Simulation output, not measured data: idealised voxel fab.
Documented hereafter: the process module known as voxel plated lines.
Shown is cross-section cut, with a width of 265 nm and square cells of size 5 nm.
This document writes a cross-section as a grid whose cells are square, and gives it as bands, listed from the top down; one or more rows of cells form a band. It is stipulated that each band's entry specify, in nanometres, the height of the top of the band and then that of its bottom, followed by the materials of the band in left-to-right sequence, each together with its width in nanometres. A single material marked by the word "all across" is understood to fill the band from edge to edge; the word "blank" is understood to denote empty space. Beneath 0, the wafer as received is one material, and that level is where height counting begins. The lowest band goes on downward without a bottom; it is written like "0 nm and below". The expression "30..40" gives the width at the extremes of the band, the first number at its top row of cells and the second at its bottom row, with the width changing by equal amounts from each row to the next in between. "nothing was modified" -> step changed no cross-section cell. "Voids lacking openings": empty spaces of 8 cells or more with no open way to the top, each given as width x height at distance, distance from the left edge, all in nm. It should be noted that, on the line of a given step, the content following the step's settings is a remark produced by the simulator itself with respect to that step. Each step line may optionally specify "overlay nm", which for a step with a mask gives the rightward distance between the mask's planned place and where it lay, a negative value indicating the leftward direction.
Planned step list for the process
1) RECEIVE (material Si)
2) CONFORMAL_DEP (material SiO2; thk nm 15)
3) DIRECTIONAL_DEP (material TiN; thk nm 5)
4) PATTERN (tone open; mask id LINES; material resist; width nm 20; pitch nm 50; thk nm 20; overlay nm 0)
5) EPI (material Ru; thk nm 5)
6) STRIP (etch materials resist)
7) DIRECTIONAL_ETCH (etch materials TiN; depth nm 5)
8) CONFORMAL_DEP (material SiN; thk nm 10)
The first of the two wafers, which ran as planned
Cross-section of the wafer as it came to us, i.e., already through step 1
  0 nm and below: Si all across
  Voids lacking openings: none
Cross-section: wafer state after step 2
  15 nm to 0 nm: SiO2 all across
  Below 0, no change.
Cross-section: wafer state after step 3
  20 nm to 15 nm: TiN all across
  Below 15, no change.
Cross-section: wafer state after step 4
  40 nm to 20 nm: 45 of resist; 20 of blank; 30 of resist; 20 of blank; 30 of resist; 20 of blank; 30 of resist; 20 of blank; 50 of resist
  Below 20, no change.
Cross-section: wafer state after step 5
  40 nm to 25 nm: 45 of resist; 20 of blank; 30 of resist; 20 of blank; 30 of resist; 20 of blank; 30 of resist; 20 of blank; 50 of resist
  25 nm to 20 nm: 45 of resist; 20 of Ru; 30 of resist; 20 of Ru; 30 of resist; 20 of Ru; 30 of resist; 20 of Ru; 50 of resist
  Below 20, no change.
Cross-section: wafer state after step 6
  25 nm to 20 nm: 45 of blank; 20 of Ru; 30 of blank; 20 of Ru; 30 of blank; 20 of Ru; 30 of blank; 20 of Ru; 50 of blank
  Below 20, no change.
Cross-section: wafer state after step 7
  25 nm to 20 nm: 45 of blank; 20 of Ru; 30 of blank; 20 of Ru; 30 of blank; 20 of Ru; 30 of blank; 20 of Ru; 50 of blank
  20 nm to 15 nm: 45 of blank; 20 of TiN; 30 of blank; 20 of TiN; 30 of blank; 20 of TiN; 30 of blank; 20 of TiN; 50 of blank
  Below 15, no change.
Cross-section: wafer state after step 8
  35 nm to 25 nm: 35 of blank; 40 of SiN; 10 of blank; 40 of SiN; 10 of blank; 40 of SiN; 10 of blank; 40 of SiN; 40 of blank
  25 nm to 20 nm: 45 of SiN; 20 of Ru; 30 of SiN; 20 of Ru; 30 of SiN; 20 of Ru; 30 of SiN; 20 of Ru; 50 of SiN
  20 nm to 15 nm: 45 of SiN; 20 of TiN; 30 of SiN; 20 of TiN; 30 of SiN; 20 of TiN; 30 of SiN; 20 of TiN; 50 of SiN
  Below 15, no change.
It is to be noted that the second wafer proceeded from the same initial state and according to the same plan as the first, although one mistake was committed in its execution; through step 1, inclusive, the two wafers share an identical history
The second wafer in cross-section, at the planned close of step 2
  5 nm to 0 nm: TiN all across
  Below 0, no change.
The second wafer in cross-section, at the planned close of step 3
  20 nm to 5 nm: SiO2 all across
  Below 5, no change.
The second wafer in cross-section, at the planned close of step 4
  40 nm to 20 nm: 45 of resist; 20 of blank; 30 of resist; 20 of blank; 30 of resist; 20 of blank; 30 of resist; 20 of blank; 50 of resist
  Below 20, no change.
The second wafer in cross-section, at the planned close of step 5: nothing was modified
The second wafer in cross-section, at the planned close of step 6
  20 nm to 5 nm: SiO2 all across
  Below 5, no change.
The second wafer in cross-section, at the planned close of step 7: nothing was modified
The second wafer in cross-section, at the planned close of step 8
  30 nm to 20 nm: SiN all across
  Below 20, no change.
Finding, execution versus plan: swap of plan steps 2 and 3 during execution
The second wafer ends with more or fewer cells of some materials than the first, per final count: Ru: 16 fewer, SiN: 32 fewer, TiN: 37 more
